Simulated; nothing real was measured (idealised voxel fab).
process module | voxel self aligned vias
cross-section cut | 255 nm wide | cells 5 nm
A cross-section is a grid of square cells, given in bands from the top down. A band is one or more rows of cells.
Each band's line starts with the height of the band's top and of its bottom, in nm. Then come its materials from left to right, each with its width in nm. One material with "throughout" fills the band from edge to edge. "air" is empty space.
Height 0 is the level under which the wafer as received is all one material. The lowest band goes on downwards, as in "0 down".
A width such as "30 to 40" changes by the same amount from each row of cells to the next, from the band's top row to its bottom row.
"no change" after a step means that no cell of the cross-section changed.
closed voids: empty space of 8 cells or more with no open way to the top, each as width x height at its distance from the left edge, in nm
after a step's settings: what the simulator itself notes on the step
overlay nm, on a step with a mask: how far to the right of its planned place the mask lay; to the left if negative
plan
1 op RECEIVE | material Si
2 op CONFORMAL_DEP | material SiO2 | thk nm 15
3 op CONFORMAL_DEP | material SiCN | thk nm 5
4 op DIRECTIONAL_DEP | material SiO2 | thk nm 30
5 op MASKED_ETCH | tone open | mask id LINES | width nm 25 | pitch nm 65 | etch materials SiO2 | depth nm 30 | overlay nm 0
6 op CONFORMAL_DEP | material TiN | thk nm 5
7 op FILL_DEP | material W | thk nm 5
8 op CMP | height nm 50
9 op SELECTIVE_ETCH | etch materials W Ru TiN | depth nm 5
10 op FILL_DEP | material SiN | thk nm 10
11 op CMP | height nm 50
12 op DIRECTIONAL_DEP | material SiO2 | thk nm 20
13 op MASKED_ETCH | tone open | mask id VIAS | width nm 45 | pitch nm 65 | etch materials SiO2 | depth nm 20 | overlay nm 0
14 op MASKED_ETCH | tone open | mask id VIAS | width nm 45 | pitch nm 65 | etch materials SiN | depth nm 5 | overlay nm 0
15 op CONFORMAL_DEP | material TiN | thk nm 5
16 op FILL_DEP | material Cu | thk nm 5
17 op CMP | height nm 70
18 op CONFORMAL_DEP | material SiCN | thk nm 5
as received, after step 1
  0 down: Si throughout
  closed voids: none
a wafer at the end: this start, this plan, one mistake
  75 to 70: SiCN throughout
  70 to 55: SiO2 40 | TiN 5 | Cu 35 | TiN 5 | SiO2 20 | TiN 5 | Cu 35 | TiN 5 | SiO2 20 | TiN 5 | Cu 35 | TiN 5 | SiO2 40
  55 to 50: SiO2 40 | TiN 45 | SiO2 20 | TiN 45 | SiO2 20 | TiN 45 | SiO2 40
  50 to 45: SiCN throughout
  45 to 0: SiO2 throughout
  0 down: Si throughout
  closed voids: none
what went wrong: steps 3 and 4 were swapped
